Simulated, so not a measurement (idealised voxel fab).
process module | voxel double patterning
cross-section cut | 175 nm wide | cells 5 nm
A cross-section is a grid of square cells, given in bands from the top down. A band is one or more rows of cells.
Each band's line starts with the height of the band's top and of its bottom, in nm. Then come its materials from left to right, each with its width in nm. One material with "throughout" fills the band from edge to edge. "air" is empty space.
Height 0 is the level under which the wafer as received is all one material. The lowest band goes on downwards, as in "0 down".
A width such as "30 to 40" changes by the same amount from each row of cells to the next, from the band's top row to its bottom row.
"no change" after a step means that no cell of the cross-section changed.
closed voids: empty space of 8 cells or more with no open way to the top, each as width x height at its distance from the left edge, in nm
after a step's settings: what the simulator itself notes on the step
overlay nm, on a step with a mask: how far to the right of its planned place the mask lay; to the left if negative
Each pair below shows a cross-section before one step and the cross-section after it, down to the lowest band that changed. The line under each pair gives the step between them, with its settings. The pairs can come from different runs of this module on the same starting wafer, so a pair continues from the pair above only where its "before" says so.
before
  0 down: Si throughout
  closed voids: none
after
  10 to 0: SiO2 throughout
  below 0: unchanged
  closed voids: none
the step between: op CONFORMAL_DEP | material SiO2 | thk nm 10
before: the cross-section after the pair above
after
  30 to 10: TiN throughout
  below 10: unchanged
  closed voids: none
the step between: op DIRECTIONAL_DEP | material TiN | thk nm 20
before: the cross-section after the pair above
after
  35 to 30: SiCN throughout
  below 30: unchanged
  closed voids: none
the step between: op DIRECTIONAL_DEP | material SiCN | thk nm 5
before: the cross-section after the pair above
after
  50 to 35: resist 55 | air 15 | resist 35 | air 15 | resist 55
  below 35: unchanged
  closed voids: none
the step between: op PATTERN | tone open | mask id FIRST | material resist | width nm 15 | pitch nm 50 | thk nm 15 | overlay nm 0
before: the cross-section after the pair above
after
  50 to 35: resist 55 | air 15 | resist 35 | air 15 | resist 55
  35 to 30: SiCN 55 | air 15 | SiCN 35 | air 15 | SiCN 55
  below 30: unchanged
  closed voids: none
the step between: op DIRECTIONAL_ETCH | etch materials SiCN | depth nm 5
before: the cross-section after the pair above
after
  35 to 30: SiCN 55 | air 15 | SiCN 35 | air 15 | SiCN 55
  below 30: unchanged
  closed voids: none
the step between: op STRIP | etch materials resist
before: the cross-section after the pair above
after
  50 to 35: resist 80 | air 15 | resist 80
  35 to 30: SiCN 55 | resist 15 | SiCN 35 | resist 15 | SiCN 55
  below 30: unchanged
  closed voids: none
the step between: op PATTERN | tone open | mask id SECOND | material resist | width nm 15 | thk nm 15 | overlay nm 0
before: the cross-section after the pair above
after
  50 to 35: resist 80 | air 15 | resist 80
  35 to 30: SiCN 55 | resist 15 | SiCN 10 | air 15 | SiCN 10 | resist 15 | SiCN 55
  below 30: unchanged
  closed voids: none
the step between: op DIRECTIONAL_ETCH | etch materials SiCN | depth nm 5
before: the cross-section after the pair above
after
  35 to 30: SiCN 55 | air 15 | SiCN 10 | air 15 | SiCN 10 | air 15 | SiCN 55
  below 30: unchanged
  closed voids: none
the step between: op STRIP | etch materials resist
before: the cross-section after the pair above
after
  35 to 30: SiCN 55 | air 15 | SiCN 10 | air 15 | SiCN 10 | air 15 | SiCN 55
  30 to 10: TiN 55 | air 15 | TiN 10 | air 15 | TiN 10 | air 15 | TiN 55
  below 10: unchanged
  closed voids: none
the step between: op DIRECTIONAL_ETCH | etch materials TiN | depth nm 20
before: the cross-section after the pair above
after
  30 to 10: TiN 55 | air 15 | TiN 10 | air 15 | TiN 10 | air 15 | TiN 55
  below 10: unchanged
  closed voids: none
the step between: op STRIP | etch materials SiCN
before
  30 to 10: TiN throughout
  10 to 0: SiO2 throughout
  0 down: Si throughout
  closed voids: none
after
  50 to 10: TiN throughout
  below 10: unchanged
  closed voids: none
the step between: op DIRECTIONAL_DEP | material TiN | thk nm 20
before: the cross-section after the pair above
after
  55 to 50: SiCN throughout
  below 50: unchanged
  closed voids: none
the step between: op DIRECTIONAL_DEP | material SiCN | thk nm 5
before: the cross-section after the pair above
after
  70 to 55: resist 55 | air 15 | resist 35 | air 15 | resist 55
  below 55: unchanged
  closed voids: none
the step between: op PATTERN | tone open | mask id FIRST | material resist | width nm 15 | pitch nm 50 | thk nm 15 | overlay nm 0
before: the cross-section after the pair above
after
  70 to 55: resist 55 | air 15 | resist 35 | air 15 | resist 55
  55 to 50: SiCN 55 | air 15 | SiCN 35 | air 15 | SiCN 55
  below 50: unchanged
  closed voids: none
the step between: op DIRECTIONAL_ETCH | etch materials SiCN | depth nm 5
before: the cross-section after the pair above
after
  55 to 50: SiCN 55 | air 15 | SiCN 35 | air 15 | SiCN 55
  below 50: unchanged
  closed voids: none
the step between: op STRIP | etch materials resist
before: the cross-section after the pair above
after
  70 to 55: resist 80 | air 15 | resist 80
  55 to 50: SiCN 55 | resist 15 | SiCN 35 | resist 15 | SiCN 55
  below 50: unchanged
  closed voids: none
the step between: op PATTERN | tone open | mask id SECOND | material resist | width nm 15 | thk nm 15 | overlay nm 0
before: the cross-section after the pair above
after
  70 to 55: resist 80 | air 15 | resist 80
  55 to 50: SiCN 55 | resist 15 | SiCN 10 | air 15 | SiCN 10 | resist 15 | SiCN 55
  below 50: unchanged
  closed voids: none
the step between: op DIRECTIONAL_ETCH | etch materials SiCN | depth nm 5
before: the cross-section after the pair above
after
  55 to 50: SiCN 55 | air 15 | SiCN 10 | air 15 | SiCN 10 | air 15 | SiCN 55
  below 50: unchanged
  closed voids: none
the step between: op STRIP | etch materials resist
before: the cross-section after the pair above
after
  55 to 50: SiCN 55 | air 15 | SiCN 10 | air 15 | SiCN 10 | air 15 | SiCN 55
  50 to 30: TiN 55 | air 15 | TiN 10 | air 15 | TiN 10 | air 15 | TiN 55
  below 30: unchanged
  closed voids: none
the step between: op DIRECTIONAL_ETCH | etch materials TiN | depth nm 20
before: the cross-section after the pair above
after
  50 to 30: TiN 55 | air 15 | TiN 10 | air 15 | TiN 10 | air 15 | TiN 55
  below 30: unchanged
  closed voids: none
the step between: op STRIP | etch materials SiCN
before
  0 down: Si throughout
  closed voids: none
after
  20 to 0: TiN throughout
  below 0: unchanged
  closed voids: none
the step between: op DIRECTIONAL_DEP | material TiN | thk nm 20
before: the cross-section after the pair above
after
  30 to 20: SiO2 throughout
  below 20: unchanged
  closed voids: none
the step between: op CONFORMAL_DEP | material SiO2 | thk nm 10
before: the cross-section after the pair above
after
  35 to 30: SiCN throughout
  below 30: unchanged
  closed voids: none
the step between: op DIRECTIONAL_DEP | material SiCN | thk nm 5
before: the cross-section after the pair above
after
  50 to 35: resist 55 | air 15 | resist 35 | air 15 | resist 55
  below 35: unchanged
  closed voids: none
the step between: op PATTERN | tone open | mask id FIRST | material resist | width nm 15 | pitch nm 50 | thk nm 15 | overlay nm 0
before: the cross-section after the pair above
after
  50 to 35: resist 55 | air 15 | resist 35 | air 15 | resist 55
  35 to 30: SiCN 55 | air 15 | SiCN 35 | air 15 | SiCN 55
  below 30: unchanged
  closed voids: none
the step between: op DIRECTIONAL_ETCH | etch materials SiCN | depth nm 5
before: the cross-section after the pair above
after
  35 to 30: SiCN 55 | air 15 | SiCN 35 | air 15 | SiCN 55
  below 30: unchanged
  closed voids: none
the step between: op STRIP | etch materials resist
before: the cross-section after the pair above
after
  50 to 35: resist 80 | air 15 | resist 80
  35 to 30: SiCN 55 | resist 15 | SiCN 35 | resist 15 | SiCN 55
  below 30: unchanged
  closed voids: none
the step between: op PATTERN | tone open | mask id SECOND | material resist | width nm 15 | thk nm 15 | overlay nm 0
before: the cross-section after the pair above
after
  50 to 35: resist 80 | air 15 | resist 80
  35 to 30: SiCN 55 | resist 15 | SiCN 10 | air 15 | SiCN 10 | resist 15 | SiCN 55
  below 30: unchanged
  closed voids: none
the step between: op DIRECTIONAL_ETCH | etch materials SiCN | depth nm 5
before: the cross-section after the pair above
after
  35 to 30: SiCN 55 | air 15 | SiCN 10 | air 15 | SiCN 10 | air 15 | SiCN 55
  below 30: unchanged
  closed voids: none
the step between: op STRIP | etch materials resist
before: the cross-section after the pair above
after
  30 to 20: SiO2 throughout
  below 20: unchanged
  closed voids: none
the step between: op STRIP | etch materials SiCN
before
  0 down: Si throughout
  closed voids: none
after
  5 to 0: SiO2 throughout
  below 0: unchanged
  closed voids: none
the step between: op CONFORMAL_DEP | material SiO2 | thk nm 5
before: the cross-section after the pair above
after
  25 to 5: TiN throughout
  below 5: unchanged
  closed voids: none
the step between: op DIRECTIONAL_DEP | material TiN | thk nm 20
before: the cross-section after the pair above
after
  30 to 25: SiCN throughout
  below 25: unchanged
  closed voids: none
the step between: op DIRECTIONAL_DEP | material SiCN | thk nm 5
before: the cross-section after the pair above
after
  45 to 30: resist 55 | air 15 | resist 35 | air 15 | resist 55
  below 30: unchanged
  closed voids: none
the step between: op PATTERN | tone open | mask id FIRST | material resist | width nm 15 | pitch nm 50 | thk nm 15 | overlay nm 0
before: the cross-section after the pair above
after
  45 to 30: resist 55 | air 15 | resist 35 | air 15 | resist 55
  30 to 25: SiCN 55 | air 15 | SiCN 35 | air 15 | SiCN 55
  below 25: unchanged
  closed voids: none
the step between: op DIRECTIONAL_ETCH | etch materials SiCN | depth nm 5
before: the cross-section after the pair above
after
  30 to 25: SiCN 55 | air 15 | SiCN 35 | air 15 | SiCN 55
  below 25: unchanged
  closed voids: none
the step between: op STRIP | etch materials resist
before: the cross-section after the pair above
after
  45 to 30: resist 80 | air 15 | resist 80
  30 to 25: SiCN 55 | resist 15 | SiCN 35 | resist 15 | SiCN 55
  below 25: unchanged
  closed voids: none
the step between: op PATTERN | tone open | mask id SECOND | material resist | width nm 15 | thk nm 15 | overlay nm 0
before: the cross-section after the pair above
after
  45 to 30: resist 80 | air 15 | resist 80
  30 to 25: SiCN 55 | resist 15 | SiCN 10 | air 15 | SiCN 10 | resist 15 | SiCN 55
  below 25: unchanged
  closed voids: none
the step between: op DIRECTIONAL_ETCH | etch materials SiCN | depth nm 5
before: the cross-section after the pair above
after
  30 to 25: SiCN 55 | air 15 | SiCN 10 | air 15 | SiCN 10 | air 15 | SiCN 55
  below 25: unchanged
  closed voids: none
the step between: op STRIP | etch materials resist
before: the cross-section after the pair above
after
  30 to 25: SiCN 55 | air 15 | SiCN 10 | air 15 | SiCN 10 | air 15 | SiCN 55
  25 to 5: TiN 55 | air 15 | TiN 10 | air 15 | TiN 10 | air 15 | TiN 55
  below 5: unchanged
  closed voids: none
the step between: op DIRECTIONAL_ETCH | etch materials TiN | depth nm 20
before: the cross-section after the pair above
after
  25 to 5: TiN 55 | air 15 | TiN 10 | air 15 | TiN 10 | air 15 | TiN 55
  below 5: unchanged
  closed voids: none
the step between: op STRIP | etch materials SiCN
before
  35 to 30: SiCN 55 | air 15 | SiCN 35 | air 15 | SiCN 55
  30 to 10: TiN throughout
  10 to 0: SiO2 throughout
  0 down: Si throughout
  closed voids: none
after
  50 to 35: resist 75 | air 25 | resist 75
  35 to 30: SiCN 55 | resist 15 | SiCN 35 | resist 15 | SiCN 55
  below 30: unchanged
  closed voids: none
the step between: op PATTERN | tone open | mask id SECOND | material resist | width nm 25 | thk nm 15 | overlay nm 0
before: the cross-section after the pair above
after
  50 to 35: resist 75 | air 25 | resist 75
  35 to 30: SiCN 55 | resist 15 | SiCN 5 | air 25 | SiCN 5 | resist 15 | SiCN 55
  below 30: unchanged
  closed voids: none
the step between: op DIRECTIONAL_ETCH | etch materials SiCN | depth nm 5
before: the cross-section after the pair above
after
  35 to 30: SiCN 55 | air 15 | SiCN 5 | air 25 | SiCN 5 | air 15 | SiCN 55
  below 30: unchanged
  closed voids: none
the step between: op STRIP | etch materials resist
before: the cross-section after the pair above
after
  35 to 30: SiCN 55 | air 15 | SiCN 5 | air 25 | SiCN 5 | air 15 | SiCN 55
  30 to 10: TiN 55 | air 15 | TiN 5 | air 25 | TiN 5 | air 15 | TiN 55
  below 10: unchanged
  closed voids: none
the step between: op DIRECTIONAL_ETCH | etch materials TiN | depth nm 20
before: the cross-section after the pair above
after
  30 to 10: TiN 55 | air 15 | TiN 5 | air 25 | TiN 5 | air 15 | TiN 55
  below 10: unchanged
  closed voids: none
the step between: op STRIP | etch materials SiCN
before
  35 to 30: SiCN throughout
  30 to 10: TiN throughout
  10 to 0: SiO2 throughout
  0 down: Si throughout
  closed voids: none
after
  50 to 35: resist 50 | air 15 | resist 35 | air 15 | resist 60
  below 35: unchanged
  closed voids: none
the step between: op PATTERN | tone open | mask id FIRST | material resist | width nm 15 | pitch nm 50 | thk nm 15 | overlay nm -5
before: the cross-section after the pair above
after
  50 to 35: resist 50 | air 15 | resist 35 | air 15 | resist 60
  35 to 30: SiCN 50 | air 15 | SiCN 35 | air 15 | SiCN 60
  below 30: unchanged
  closed voids: none
the step between: op DIRECTIONAL_ETCH | etch materials SiCN | depth nm 5
before: the cross-section after the pair above
after
  35 to 30: SiCN 50 | air 15 | SiCN 35 | air 15 | SiCN 60
  below 30: unchanged
  closed voids: none
the step between: op STRIP | etch materials resist
before: the cross-section after the pair above
after
  50 to 35: resist 80 | air 15 | resist 80
  35 to 30: SiCN 50 | resist 15 | SiCN 35 | resist 15 | SiCN 60
  below 30: unchanged
  closed voids: none
the step between: op PATTERN | tone open | mask id SECOND | material resist | width nm 15 | thk nm 15 | overlay nm 0
before: the cross-section after the pair above
after
  50 to 35: resist 80 | air 15 | resist 80
  35 to 30: SiCN 50 | resist 15 | SiCN 15 | air 15 | SiCN 5 | resist 15 | SiCN 60
  below 30: unchanged
  closed voids: none
the step between: op DIRECTIONAL_ETCH | etch materials SiCN | depth nm 5
before: the cross-section after the pair above
after
  35 to 30: SiCN 50 | air 15 | SiCN 15 | air 15 | SiCN 5 | air 15 | SiCN 60
  below 30: unchanged
  closed voids: none
the step between: op STRIP | etch materials resist
before: the cross-section after the pair above
after
  35 to 30: SiCN 50 | air 15 | SiCN 15 | air 15 | SiCN 5 | air 15 | SiCN 60
  30 to 10: TiN 50 | air 15 | TiN 15 | air 15 | TiN 5 | air 15 | TiN 60
  below 10: unchanged
  closed voids: none
the step between: op DIRECTIONAL_ETCH | etch materials TiN | depth nm 20
before: the cross-section after the pair above
after
  30 to 10: TiN 50 | air 15 | TiN 15 | air 15 | TiN 5 | air 15 | TiN 60
  below 10: unchanged
  closed voids: none
the step between: op STRIP | etch materials SiCN
before
  0 down: Si throughout
  closed voids: none
after
  10 to 0: TiN throughout
  below 0: unchanged
  closed voids: none
the step between: op CONFORMAL_DEP | material TiN | thk nm 10
before: the cross-section after the pair above
after
  30 to 0: TiN throughout
  below 0: unchanged
  closed voids: none
the step between: op DIRECTIONAL_DEP | material TiN | thk nm 20
before: the cross-section after the pair above
after
  35 to 30: SiCN throughout
  below 30: unchanged
  closed voids: none
the step between: op DIRECTIONAL_DEP | material SiCN | thk nm 5
before: the cross-section after the pair above
after
  50 to 35: resist 55 | air 15 | resist 35 | air 15 | resist 55
  below 35: unchanged
  closed voids: none
the step between: op PATTERN | tone open | mask id FIRST | material resist | width nm 15 | pitch nm 50 | thk nm 15 | overlay nm 0
before: the cross-section after the pair above
after
  50 to 35: resist 55 | air 15 | resist 35 | air 15 | resist 55
  35 to 30: SiCN 55 | air 15 | SiCN 35 | air 15 | SiCN 55
  below 30: unchanged
  closed voids: none
the step between: op DIRECTIONAL_ETCH | etch materials SiCN | depth nm 5
before: the cross-section after the pair above
after
  35 to 30: SiCN 55 | air 15 | SiCN 35 | air 15 | SiCN 55
  below 30: unchanged
  closed voids: none
the step between: op STRIP | etch materials resist
before: the cross-section after the pair above
after
  50 to 35: resist 80 | air 15 | resist 80
  35 to 30: SiCN 55 | resist 15 | SiCN 35 | resist 15 | SiCN 55
  below 30: unchanged
  closed voids: none
the step between: op PATTERN | tone open | mask id SECOND | material resist | width nm 15 | thk nm 15 | overlay nm 0
before: the cross-section after the pair above
after
  50 to 35: resist 80 | air 15 | resist 80
  35 to 30: SiCN 55 | resist 15 | SiCN 10 | air 15 | SiCN 10 | resist 15 | SiCN 55
  below 30: unchanged
  closed voids: none
the step between: op DIRECTIONAL_ETCH | etch materials SiCN | depth nm 5
before: the cross-section after the pair above
after
  35 to 30: SiCN 55 | air 15 | SiCN 10 | air 15 | SiCN 10 | air 15 | SiCN 55
  below 30: unchanged
  closed voids: none
the step between: op STRIP | etch materials resist
before: the cross-section after the pair above
after
  35 to 30: SiCN 55 | air 15 | SiCN 10 | air 15 | SiCN 10 | air 15 | SiCN 55
  30 to 10: TiN 55 | air 15 | TiN 10 | air 15 | TiN 10 | air 15 | TiN 55
  below 10: unchanged
  closed voids: none
the step between: op DIRECTIONAL_ETCH | etch materials TiN | depth nm 20
before: the cross-section after the pair above
after
  30 to 10: TiN 55 | air 15 | TiN 10 | air 15 | TiN 10 | air 15 | TiN 55
  below 10: unchanged
  closed voids: none
the step between: op STRIP | etch materials SiCN
before
  35 to 30: SiCN throughout
  30 to 10: TiN throughout
  10 to 0: SiO2 throughout
  0 down: Si throughout
  closed voids: none
after
  50 to 35: air 55 | resist 15 | air 35 | resist 15 | air 55
  below 35: unchanged
  closed voids: none
the step between: op PATTERN | tone cover | mask id FIRST | material resist | width nm 15 | pitch nm 50 | thk nm 15 | overlay nm 0
before: the cross-section after the pair above
after
  50 to 35: air 55 | resist 15 | air 35 | resist 15 | air 55
  35 to 30: air 55 | SiCN 15 | air 35 | SiCN 15 | air 55
  below 30: unchanged
  closed voids: none
the step between: op DIRECTIONAL_ETCH | etch materials SiCN | depth nm 5
before: the cross-section after the pair above
after
  35 to 30: air 55 | SiCN 15 | air 35 | SiCN 15 | air 55
  below 30: unchanged
  closed voids: none
the step between: op STRIP | etch materials resist
before: the cross-section after the pair above
after
  50 to 35: resist 80 | air 15 | resist 80
  35 to 30: resist 55 | SiCN 15 | resist 10 | air 15 | resist 10 | SiCN 15 | resist 55
  below 30: unchanged
  closed voids: none
the step between: op PATTERN | tone open | mask id SECOND | material resist | width nm 15 | thk nm 15 | overlay nm 0
before: the cross-section after the pair above
after
  35 to 30: air 55 | SiCN 15 | air 35 | SiCN 15 | air 55
  below 30: unchanged
  closed voids: none
the step between: op STRIP | etch materials resist
before: the cross-section after the pair above
after
  35 to 30: air 55 | SiCN 15 | air 35 | SiCN 15 | air 55
  30 to 10: air 55 | TiN 15 | air 35 | TiN 15 | air 55
  below 10: unchanged
  closed voids: none
the step between: op DIRECTIONAL_ETCH | etch materials TiN | depth nm 20
before: the cross-section after the pair above
after
  30 to 10: air 55 | TiN 15 | air 35 | TiN 15 | air 55
  below 10: unchanged
  closed voids: none
the step between: op STRIP | etch materials SiCN
